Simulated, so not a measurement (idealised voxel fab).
Module name: voxel self aligned vias (process module)
The figure presents cross-section cut, which has a width of 175 nm and is divided into square cells with an edge length of 5 nm.
How to read a cross-section here: the picture is a grid of square cells, written as bands going from the top down, and any band can span one or more rows of cells. Top, bottom (nm), then materials left to right with widths (nm); lone material tagged "all across" fills the whole band edge to edge; "blank" = empty space. Counting heights begins at 0, where everything beneath is, in the wafer as received, one material. The lowest band has no bottom; it goes on downwards, as "0 nm and below" shows. Graded width ("30->40"): value in top row of band = first number; value in bottom row = second number; row-to-row change constant. "remained the same" means the step left every cell of the cross-section as it was. If an empty space has no open way to the top and is at least 8 cells in size, "Catalogued sealed voids" lists it, written width x height at distance, where distance is measured from the left edge and every value is in nm. Past the settings on a step's line: simulator remark, on that step. Each step line may optionally specify "overlay nm", which for a step with a mask gives the rightward distance between the mask's planned place and where it lay, a negative value indicating the leftward direction.
### Planned process steps
step 1: RECEIVE,material Si
step 2: CONFORMAL_DEP,material SiO2,thk nm 15
step 3: CONFORMAL_DEP,material SiCN,thk nm 5
step 4: DIRECTIONAL_DEP,material lowk,thk nm 20
step 5: MASKED_ETCH,tone open,mask id LINES,width nm 30,pitch nm 70,etch materials lowk,depth nm 20,overlay nm 0
step 6: CONFORMAL_DEP,material TiN,thk nm 5
step 7: FILL_DEP,material Ru,thk nm 10
step 8: CMP,height nm 40
step 9: SELECTIVE_ETCH,etch materials W Ru TiN,depth nm 5
step 10: FILL_DEP,material SiN,thk nm 10
step 11: CMP,height nm 30
step 12: DIRECTIONAL_DEP,material lowk,thk nm 20
step 13: DIRECTIONAL_DEP,material aC,thk nm 15
step 14: PATTERN,tone open,mask id VIAS,material resist,width nm 40,pitch nm 70,thk nm 30,overlay nm 0
step 15: DIRECTIONAL_ETCH,etch materials aC,depth nm 15
step 16: STRIP,etch materials resist
step 17: DIRECTIONAL_ETCH,etch materials lowk,depth nm 20
step 18: DIRECTIONAL_ETCH,etch materials SiN,depth nm 5
step 19: STRIP,etch materials aC
step 20: CONFORMAL_DEP,material TiN,thk nm 5
step 21: FILL_DEP,material Ru,thk nm 10
step 22: CMP,height nm 60
step 23: CONFORMAL_DEP,material SiCN,thk nm 5
The wafers are alike at the start. At step 11, their height nm differs. The plan lists the first wafer's value.
### Cross-section, first of several wafers, as delivered after step 1
    0 nm and below | Si all across
    Catalogued sealed voids: none
### Here's the first of several wafers in cross-section, end of the module, after the last step, step 23
    65 nm to 60 nm | SiCN all across
    60 nm to 55 nm | Ru all across
    55 nm to 50 nm | 35 TiN; 30 Ru; 40 TiN; 30 Ru; 40 TiN
    50 nm to 35 nm | 30 lowk; 5 TiN; 30 Ru; 5 TiN; 30 lowk; 5 TiN; 30 Ru; 5 TiN; 35 lowk
    35 nm to 30 nm | 30 lowk; 40 TiN; 30 lowk; 40 TiN; 35 lowk
    30 nm to 25 nm | 35 lowk; 5 TiN; 20 Ru; 5 TiN; 40 lowk; 5 TiN; 20 Ru; 5 TiN; 40 lowk
    25 nm to 20 nm | 35 lowk; 30 TiN; 40 lowk; 30 TiN; 40 lowk
    20 nm to 15 nm | SiCN all across
    15 nm to 0 nm | SiO2 all across
    0 nm and below | Si all across
    Catalogued sealed voids: none
### Final wafer of several, shown in cross-section at the end of the module
    65 nm to 60 nm | SiCN all across
    60 nm to 50 nm | 30 lowk; 5 TiN; 30 Ru; 5 TiN; 30 lowk; 5 TiN; 30 Ru; 5 TiN; 35 lowk
    50 nm to 45 nm | 30 SiN; 40 TiN; 30 SiN; 40 TiN; 35 SiN
    45 nm to 40 nm | SiN all across
    40 nm to 35 nm | 35 lowk; 30 SiN; 40 lowk; 30 SiN; 40 lowk
    35 nm to 25 nm | 35 lowk; 5 TiN; 20 Ru; 5 TiN; 40 lowk; 5 TiN; 20 Ru; 5 TiN; 40 lowk
    25 nm to 20 nm | 35 lowk; 30 TiN; 40 lowk; 30 TiN; 40 lowk
    20 nm to 15 nm | SiCN all across
    15 nm to 0 nm | SiO2 all across
    0 nm and below | Si all across
    Catalogued sealed voids: none
### Every row in this table is a wafer at the end of the module, and it gives, for each of the materials, the cells that wafer has gained (+) or lost (-) since it was received, then its closed voids
height nm 30; +91 Ru; +70 SiCN; +105 SiO2; +67 TiN; +122 lowk; Catalogued sealed voids: none
height nm 35; +64 Ru; +70 SiCN; +105 SiO2; +71 TiN; +145 lowk; Catalogued sealed voids: none
height nm 40; +60 Ru; +70 SiCN; +105 SiO2; +52 TiN; +168 lowk; Catalogued sealed voids: none
height nm 45; +52 Ru; +70 SiCN; +31 SiN; +105 SiO2; +48 TiN; +149 lowk; Catalogued sealed voids: none
height nm 50; +40 Ru; +70 SiCN; +66 SiN; +105 SiO2; +44 TiN; +130 lowk; Catalogued sealed voids: none
